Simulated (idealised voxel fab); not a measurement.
process module | voxel tone inversion
cross-section cut | 160 nm wide | cells 5 nm
A cross-section is a grid of square cells, given in bands from the top down. A band is one or more rows of cells.
Each band's line starts with the height of the band's top and of its bottom, in nm. Then come its materials from left to right, each with its width in nm. One material with "throughout" fills the band from edge to edge. "air" is empty space.
Height 0 is the level under which the wafer as received is all one material. The lowest band goes on downwards, as in "0 down".
A width such as "30 to 40" changes by the same amount from each row of cells to the next, from the band's top row to its bottom row.
"no change" after a step means that no cell of the cross-section changed.
closed voids: empty space of 8 cells or more with no open way to the top, each as width x height at its distance from the left edge, in nm
after a step's settings: what the simulator itself notes on the step
overlay nm, on a step with a mask: how far to the right of its planned place the mask lay; to the left if negative
Each pair below shows a cross-section before one step and the cross-section after it, down to the lowest band that changed. The line under each pair gives the step between them, with its settings. The pairs can come from different runs of this module on the same starting wafer, so a pair continues from the pair above only where its "before" says so.
before
  0 down: Si throughout
  closed voids: none
after
  10 to 0: SiN throughout
  below 0: unchanged
  closed voids: none
the step between: op CONFORMAL_DEP | material SiN | thk nm 10
before: the cross-section after the pair above
after
  25 to 10: aC throughout
  below 10: unchanged
  closed voids: none
the step between: op DIRECTIONAL_DEP | material aC | thk nm 15
before: the cross-section after the pair above
after
  45 to 25: air 30 | resist 15 | air 25 | resist 15 | air 25 | resist 15 | air 35
  below 25: unchanged
  closed voids: none
the step between: op PATTERN | tone cover | mask id POSTS | material resist | width nm 15 | pitch nm 40 | thk nm 20 | overlay nm 0
before: the cross-section after the pair above
after
  30 to 25: air 30 | resist 15 | air 25 | resist 15 | air 25 | resist 15 | air 35
  25 to 10: air 30 | aC 15 | air 25 | aC 15 | air 25 | aC 15 | air 35
  below 10: unchanged
  closed voids: none
the step between: op DIRECTIONAL_ETCH | etch materials aC | depth nm 15
before: the cross-section after the pair above
after
  25 to 10: air 30 | aC 15 | air 25 | aC 15 | air 25 | aC 15 | air 35
  below 10: unchanged
  closed voids: none
the step between: op STRIP | etch materials resist
before: the cross-section after the pair above
after
  30 to 25: SiO2 throughout
  25 to 10: SiO2 30 | aC 15 | SiO2 25 | aC 15 | SiO2 25 | aC 15 | SiO2 35
  below 10: unchanged
  closed voids: none
the step between: op FILL_DEP | material SiO2 | thk nm 5
before: the cross-section after the pair above
after
  25 to 10: SiO2 30 | aC 15 | SiO2 25 | aC 15 | SiO2 25 | aC 15 | SiO2 35
  below 10: unchanged
  closed voids: none
the step between: op CMP | height nm 25
before: the cross-section after the pair above
after
  25 to 10: SiO2 30 | air 15 | SiO2 25 | air 15 | SiO2 25 | air 15 | SiO2 35
  below 10: unchanged
  closed voids: none
the step between: op STRIP | etch materials aC
before
  0 down: Si throughout
  closed voids: none
after
  15 to 0: aC throughout
  below 0: unchanged
  closed voids: none
the step between: op DIRECTIONAL_DEP | material aC | thk nm 15
before: the cross-section after the pair above
after
  25 to 15: SiN throughout
  below 15: unchanged
  closed voids: none
the step between: op CONFORMAL_DEP | material SiN | thk nm 10
before: the cross-section after the pair above
after
  45 to 25: air 30 | resist 15 | air 25 | resist 15 | air 25 | resist 15 | air 35
  below 25: unchanged
  closed voids: none
the step between: op PATTERN | tone cover | mask id POSTS | material resist | width nm 15 | pitch nm 40 | thk nm 20 | overlay nm 0
before: the cross-section after the pair above
after
  30 to 25: air 30 | resist 15 | air 25 | resist 15 | air 25 | resist 15 | air 35
  below 25: unchanged
  closed voids: none
the step between: op DIRECTIONAL_ETCH | etch materials aC | depth nm 15
before: the cross-section after the pair above
after
  25 to 15: SiN throughout
  below 15: unchanged
  closed voids: none
the step between: op STRIP | etch materials resist
before: the cross-section after the pair above
after
  30 to 25: SiO2 throughout
  below 25: unchanged
  closed voids: none
the step between: op FILL_DEP | material SiO2 | thk nm 5
before: the cross-section after the pair above
after
  25 to 15: SiN throughout
  below 15: unchanged
  closed voids: none
the step between: op CMP | height nm 25
before
  30 to 25: SiO2 throughout
  25 to 10: SiO2 30 | aC 15 | SiO2 25 | aC 15 | SiO2 25 | aC 15 | SiO2 35
  10 to 0: SiN throughout
  0 down: Si throughout
  closed voids: none
after
  15 to 10: SiO2 30 | aC 15 | SiO2 25 | aC 15 | SiO2 25 | aC 15 | SiO2 35
  below 10: unchanged
  closed voids: none
the step between: op CMP | height nm 15
before: the cross-section after the pair above
after
  15 to 10: SiO2 30 | air 15 | SiO2 25 | air 15 | SiO2 25 | air 15 | SiO2 35
  below 10: unchanged
  closed voids: none
the step between: op STRIP | etch materials aC
before
  25 to 10: aC throughout
  10 to 0: SiN throughout
  0 down: Si throughout
  closed voids: none
after
  45 to 25: air 30 | resist 20 | air 20 | resist 20 | air 20 | resist 20 | air 30
  below 25: unchanged
  closed voids: none
the step between: op PATTERN | tone cover | mask id POSTS | material resist | width nm 20 | pitch nm 40 | thk nm 20 | overlay nm 0
before: the cross-section after the pair above
after
  30 to 25: air 30 | resist 20 | air 20 | resist 20 | air 20 | resist 20 | air 30
  25 to 10: air 30 | aC 20 | air 20 | aC 20 | air 20 | aC 20 | air 30
  below 10: unchanged
  closed voids: none
the step between: op DIRECTIONAL_ETCH | etch materials aC | depth nm 15
before: the cross-section after the pair above
after
  25 to 10: air 30 | aC 20 | air 20 | aC 20 | air 20 | aC 20 | air 30
  below 10: unchanged
  closed voids: none
the step between: op STRIP | etch materials resist
before: the cross-section after the pair above
after
  30 to 25: SiO2 throughout
  25 to 10: SiO2 30 | aC 20 | SiO2 20 | aC 20 | SiO2 20 | aC 20 | SiO2 30
  below 10: unchanged
  closed voids: none
the step between: op FILL_DEP | material SiO2 | thk nm 5
before: the cross-section after the pair above
after
  25 to 10: SiO2 30 | aC 20 | SiO2 20 | aC 20 | SiO2 20 | aC 20 | SiO2 30
  below 10: unchanged
  closed voids: none
the step between: op CMP | height nm 25
before: the cross-section after the pair above
after
  25 to 10: SiO2 30 | air 20 | SiO2 20 | air 20 | SiO2 20 | air 20 | SiO2 30
  below 10: unchanged
  closed voids: none
the step between: op STRIP | etch materials aC
before
  25 to 10: aC throughout
  10 to 0: SiN throughout
  0 down: Si throughout
  closed voids: none
after
  45 to 25: air 35 | resist 15 | air 25 | resist 15 | air 25 | resist 15 | air 30
  below 25: unchanged
  closed voids: none
the step between: op PATTERN | tone cover | mask id POSTS | material resist | width nm 15 | pitch nm 40 | thk nm 20 | overlay nm 5
before: the cross-section after the pair above
after
  30 to 25: air 35 | resist 15 | air 25 | resist 15 | air 25 | resist 15 | air 30
  25 to 10: air 35 | aC 15 | air 25 | aC 15 | air 25 | aC 15 | air 30
  below 10: unchanged
  closed voids: none
the step between: op DIRECTIONAL_ETCH | etch materials aC | depth nm 15
before: the cross-section after the pair above
after
  25 to 10: air 35 | aC 15 | air 25 | aC 15 | air 25 | aC 15 | air 30
  below 10: unchanged
  closed voids: none
the step between: op STRIP | etch materials resist
before: the cross-section after the pair above
after
  30 to 25: SiO2 throughout
  25 to 10: SiO2 35 | aC 15 | SiO2 25 | aC 15 | SiO2 25 | aC 15 | SiO2 30
  below 10: unchanged
  closed voids: none
the step between: op FILL_DEP | material SiO2 | thk nm 5
before: the cross-section after the pair above
after
  25 to 10: SiO2 35 | aC 15 | SiO2 25 | aC 15 | SiO2 25 | aC 15 | SiO2 30
  below 10: unchanged
  closed voids: none
the step between: op CMP | height nm 25
before: the cross-section after the pair above
after
  25 to 10: SiO2 35 | air 15 | SiO2 25 | air 15 | SiO2 25 | air 15 | SiO2 30
  below 10: unchanged
  closed voids: none
the step between: op STRIP | etch materials aC
before
  25 to 10: SiO2 30 | aC 15 | SiO2 25 | aC 15 | SiO2 25 | aC 15 | SiO2 35
  10 to 0: SiN throughout
  0 down: Si throughout
  closed voids: none
after
  25 to 10: air 30 | aC 15 | air 25 | aC 15 | air 25 | aC 15 | air 35
  below 10: unchanged
  closed voids: none
the step between: op STRIP | etch materials SiO2
before
  25 to 10: aC throughout
  10 to 0: SiN throughout
  0 down: Si throughout
  closed voids: none
after
  45 to 25: resist 30 | air 15 | resist 25 | air 15 | resist 25 | air 15 | resist 35
  below 25: unchanged
  closed voids: none
the step between: op PATTERN | tone open | mask id POSTS | material resist | width nm 15 | pitch nm 40 | thk nm 20 | overlay nm 0
before: the cross-section after the pair above
after
  30 to 25: resist 30 | air 15 | resist 25 | air 15 | resist 25 | air 15 | resist 35
  25 to 10: aC 30 | air 15 | aC 25 | air 15 | aC 25 | air 15 | aC 35
  below 10: unchanged
  closed voids: none
the step between: op DIRECTIONAL_ETCH | etch materials aC | depth nm 15
before: the cross-section after the pair above
after
  25 to 10: aC 30 | air 15 | aC 25 | air 15 | aC 25 | air 15 | aC 35
  below 10: unchanged
  closed voids: none
the step between: op STRIP | etch materials resist
before: the cross-section after the pair above
after
  30 to 25: SiO2 throughout
  25 to 10: aC 30 | SiO2 15 | aC 25 | SiO2 15 | aC 25 | SiO2 15 | aC 35
  below 10: unchanged
  closed voids: none
the step between: op FILL_DEP | material SiO2 | thk nm 5
before: the cross-section after the pair above
after
  25 to 10: aC 30 | SiO2 15 | aC 25 | SiO2 15 | aC 25 | SiO2 15 | aC 35
  below 10: unchanged
  closed voids: none
the step between: op CMP | height nm 25
before: the cross-section after the pair above
after
  25 to 10: air 30 | SiO2 15 | air 25 | SiO2 15 | air 25 | SiO2 15 | air 35
  below 10: unchanged
  closed voids: none
the step between: op STRIP | etch materials aC
